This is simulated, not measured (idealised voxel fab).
This is a process module. Its name is voxel capacitor over wiring.
Section cut is 165 nm wide and gridded with 5 nm square cells.
For the purposes of this document, a cross-section shall be understood as a grid of square cells, specified as bands listed in top-to-bottom order, each band consisting of one or more rows of cells.
Heights first: top, then bottom, in nm. Then materials, left to right, each with a width in nm. "all across" on a single material: fills the band edge to edge. "blank": empty space.
Heights are reckoned from 0. Under this level, the received wafer is all of one material. The bottommost band is open-ended downward, for example "0 nm and below".
Think of "30 to 40" as a width that walks from the first number to the second as you go down the band, top row to bottom row, taking equal-sized steps from row to row.
"remains unaltered" -> step changed no cross-section cell.
This entry, "Catalogued sealed voids", enumerates those empty regions of no fewer than 8 cells that possess no open connection to the top. Each region is reported in the form width x height at distance, the distance being taken from the left edge, with all three quantities expressed in nm.
Past the settings on a step's line: simulator remark, on that step.
"overlay nm" answers the question of how far to the right of plan the mask lay on a step that has a mask, and when it is negative the answer is to the left.
### Process steps (planned)
| 1 | RECEIVE: material Si |
| 2 | CONFORMAL_DEP: material SiO2, thk nm 15 |
| 3 | DIRECTIONAL_DEP: material TiN, thk nm 5 |
| 4 | DIRECTIONAL_DEP: material W, thk nm 15 |
| 5 | DIRECTIONAL_DEP: material aC, thk nm 10 |
| 6 | PATTERN: tone cover, mask id METAL_1, material resist, width nm 30, pitch nm 80, thk nm 25, overlay nm 0 |
| 7 | DIRECTIONAL_ETCH: etch materials aC, depth nm 10 |
| 8 | STRIP: etch materials resist |
| 9 | DIRECTIONAL_ETCH: etch materials W, depth nm 15 |
| 10 | DIRECTIONAL_ETCH: etch materials TiN, depth nm 5 |
| 11 | STRIP: etch materials aC |
| 12 | CONFORMAL_DEP: material SiCN, thk nm 5 |
| 13 | FILL_DEP: material lowk, thk nm 5 |
| 14 | CMP: height nm 35 |
| 15 | CONFORMAL_DEP: material SiCN, thk nm 5 |
| 16 | DIRECTIONAL_DEP: material SiO2, thk nm 15 |
| 17 | MASKED_ETCH: tone open, mask id PLUG_1, width nm 15, etch materials SiO2, depth nm 15, overlay nm 0 |
| 18 | MASKED_ETCH: tone open, mask id PLUG_1, width nm 15, etch materials SiCN, depth nm 5, overlay nm 0 |
| 19 | EPI: material Ru, thk nm 10 |
| 20 | EPI: material Ru, thk nm 10 |
| 21 | DIRECTIONAL_DEP: material TiN, thk nm 10 |
| 22 | DIRECTIONAL_DEP: material SiN, thk nm 5 |
| 23 | DIRECTIONAL_DEP: material TiN, thk nm 5 |
| 24 | PATTERN: tone cover, mask id UPPER_PLATE, material resist, width nm 55, thk nm 15, overlay nm 0 |
| 25 | DIRECTIONAL_ETCH: etch materials TiN, depth nm 5 |
| 26 | DIRECTIONAL_ETCH: etch materials SiN, depth nm 5 |
| 27 | STRIP: etch materials resist |
| 28 | MASKED_ETCH: tone cover, mask id LOWER_PLATE, width nm 65, etch materials TiN, depth nm 10, overlay nm 0 |
| 29 | FILL_DEP: material SiO2, thk nm 15 |
| 30 | CMP: height nm 85 |
| 31 | MASKED_ETCH: tone open, mask id PLUG_2, width nm 15, etch materials SiO2, depth nm 10, overlay nm 0 |
| 32 | CONFORMAL_DEP: material TiN, thk nm 5 |
| 33 | FILL_DEP: material Cu, thk nm 5 |
| 34 | CMP: height nm 85 |
| 35 | CONFORMAL_DEP: material SiN, thk nm 5 |
### So this is the incoming wafer in cross-section - it's already been through step 1
    0 nm and below  Si all across
    Catalogued sealed voids: none
### First of two wafers: cross-section at end of module, run per plan
    90 nm to 85 nm  SiN all across
    85 nm to 80 nm  SiO2 (50), then TiN (5), then Cu (5), then TiN (5), then SiO2 (100)
    80 nm to 70 nm  SiO2 (50 to 40), then TiN (15 to 55), then SiO2 (100 to 70)
    70 nm to 65 nm  SiO2 (40), then SiN (55), then SiO2 (70)
    65 nm to 55 nm  SiO2 (35), then TiN (65), then SiO2 (65)
    55 nm to 40 nm  SiO2 (40), then Ru (15), then SiO2 (110)
    40 nm to 35 nm  SiCN (40), then Ru (15), then SiCN (110)
    35 nm to 20 nm  lowk (20), then SiCN (5), then W (30), then SiCN (5), then lowk (40), then SiCN (5), then W (30), then SiCN (5), then lowk (25)
    20 nm to 15 nm  SiCN (25), then TiN (30), then SiCN (50), then TiN (30), then SiCN (30)
    15 nm to 0 nm  SiO2 all across
    0 nm and below  Si all across
    Catalogued sealed voids: none
### Second wafer cross-section at end of module - shared start and plan with the first, one mistake in the run
    90 nm to 85 nm  SiN all across
    85 nm to 80 nm  SiO2 (50), then TiN (5), then Cu (5), then TiN (5), then SiO2 (100)
    80 nm to 70 nm  SiO2 (50 to 40), then TiN (15 to 55), then SiO2 (100 to 70)
    70 nm to 65 nm  SiO2 (40), then SiN (55), then SiO2 (70)
    65 nm to 55 nm  SiO2 (35), then TiN (65), then SiO2 (65)
    55 nm to 40 nm  SiO2 (40), then Ru (15), then SiO2 (110)
    40 nm to 35 nm  SiCN (40), then Ru (15), then SiCN (110)
    35 nm to 20 nm  Cu all across
    20 nm to 15 nm  TiN all across
    15 nm to 0 nm  SiO2 all across
    0 nm and below  Si all across
    Catalogued sealed voids: none
Deviation noted in wafer processing: it should be noted that step 4 was executed with settings other than those planned, the operation and settings actually applied being DIRECTIONAL_DEP: material Cu, thk nm 15
Wrapping up, a cell-based count of both wafers puts the second over or under the first for these materials: 99 more of Cu | 33 fewer of SiCN | 21 more of TiN | 36 fewer of W | 51 fewer of lowk
